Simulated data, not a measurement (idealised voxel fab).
The name of this process module is voxel gate over fins.
Displayed cross-section: cut, width of 255 nm, square cells sized 5 nm.
A cross-section in this document is a grid of square cells, and it is written down as bands, the top band listed before the ones below it; a band is made up of one or more rows of cells. For a band, the entry starts with two heights in nm, that of the top and then that of the bottom, and carries on with the band's materials in order from left to right, each alongside its width in nm; the word "everywhere" beside a single material means it fills the band edge to edge, and "air" means empty space. All heights in this document are referenced to 0, defined as the level beneath which the wafer, as received, consists entirely of one material. The lowest band is not bounded below; it extends indefinitely downward and is written in the form "0 -> down". So if you see something like "30..40" for the width, read it as the top row of the band sitting at the first number and the bottom row at the second, with every row in between moving by the same amount as the last. Given "remained unchanged" for a step, no cell of the cross-section differs between before and after that step. The entry "closed voids" lists the empty spaces that cover at least 8 cells and have no open path to the top. Each is written as width x height at distance, where the distance is measured from the left edge and all three values are in nm. Anything after a step's settings on that line? It's the simulator's own note about the step. "overlay nm" answers the question of how far to the right of plan the mask lay on a step that has a mask, and when it is negative the answer is to the left.

-- Below is the list of planned process steps
- 1: RECEIVE: material Si
- 2: CONFORMAL_DEP: material SiN, thk nm 10
- 3: MASKED_ETCH: tone cover, mask id FINS, width nm 15, pitch nm 60, etch materials SiN, depth nm 10, overlay nm 0
- 4: MASKED_ETCH: tone cover, mask id FINS, width nm 15, pitch nm 60, etch materials Si, depth nm 35, overlay nm 0
- 5: OXIDIZE: depth nm 5
- 6: FILL_DEP: material SiO2, thk nm 10
- 7: CMP: height nm 10
- 8: PATTERN: tone open, mask id RAIL, material resist, width nm 15, thk nm 20, overlay nm 0
- 9: DIRECTIONAL_ETCH: etch materials SiO2, depth nm 40
- 10: STRIP: etch materials resist
- 11: CONFORMAL_DEP: material TiN, thk nm 5
- 12: FILL_DEP: material Ru, thk nm 5
- 13: CMP: height nm 10
- 14: SELECTIVE_ETCH: etch materials W Ru TiN, depth nm 30
- 15: FILL_DEP: material SiO2, thk nm 5
- 16: CMP: height nm 10
- 17: SELECTIVE_ETCH: etch materials SiO2, depth nm 25
- 18: STRIP: etch materials SiN
- 19: CONFORMAL_DEP: material HfO2, thk nm 5
- 20: CONFORMAL_DEP: material TiN, thk nm 5
- 21: FILL_DEP: material W, thk nm 15
- 22: CMP: height nm 20
- 23: CONFORMAL_DEP: material SiCN, thk nm 10

-- Cross-sectional view of the wafer in its as-received condition, corresponding to the state after step 1
  0 -> down: Si everywhere
  closed voids: none

-- Same starting wafer, same plan as above, one mistake in the execution; this is the cross-section at the end of the module
  30 -> 20: SiCN everywhere
  20 -> 5: W everywhere
  5 -> 0: W=60, then TiN=15, then W=45, then TiN=15, then W=45, then TiN=15, then W=60
  0 -> -10: W=60, then TiN=5, then Si=5, then TiN=5, then W=45, then TiN=5, then Si=5, then TiN=5, then W=45, then TiN=5, then Si=5, then TiN=5, then W=60
  -10 -> -15: TiN=65, then Si=5, then TiN=55, then Si=5, then TiN=55, then Si=5, then TiN=65
  -15 -> -20: SiO2=65, then Si=5, then SiO2=55, then Si=5, then SiO2=55, then Si=5, then SiO2=65
  -20 -> -25: SiO2=65, then Si=5, then SiO2=20, then TiN=5, then Ru=5, then TiN=5, then SiO2=20, then Si=5, then SiO2=55, then Si=5, then SiO2=65
  -25 -> -30: SiO2=65, then Si=5, then SiO2=20, then TiN=15, then SiO2=20, then Si=5, then SiO2=55, then Si=5, then SiO2=65
  -30 -> -40: SiO2=65, then Si=5, then SiO2=55, then Si=5, then SiO2=55, then Si=5, then SiO2=65
  -40 -> down: Si everywhere
  closed voids: none
It is concluded that the wafer was processed incorrectly with respect to the plan, in that the run left out plan step 19 entirely, so it was never executed
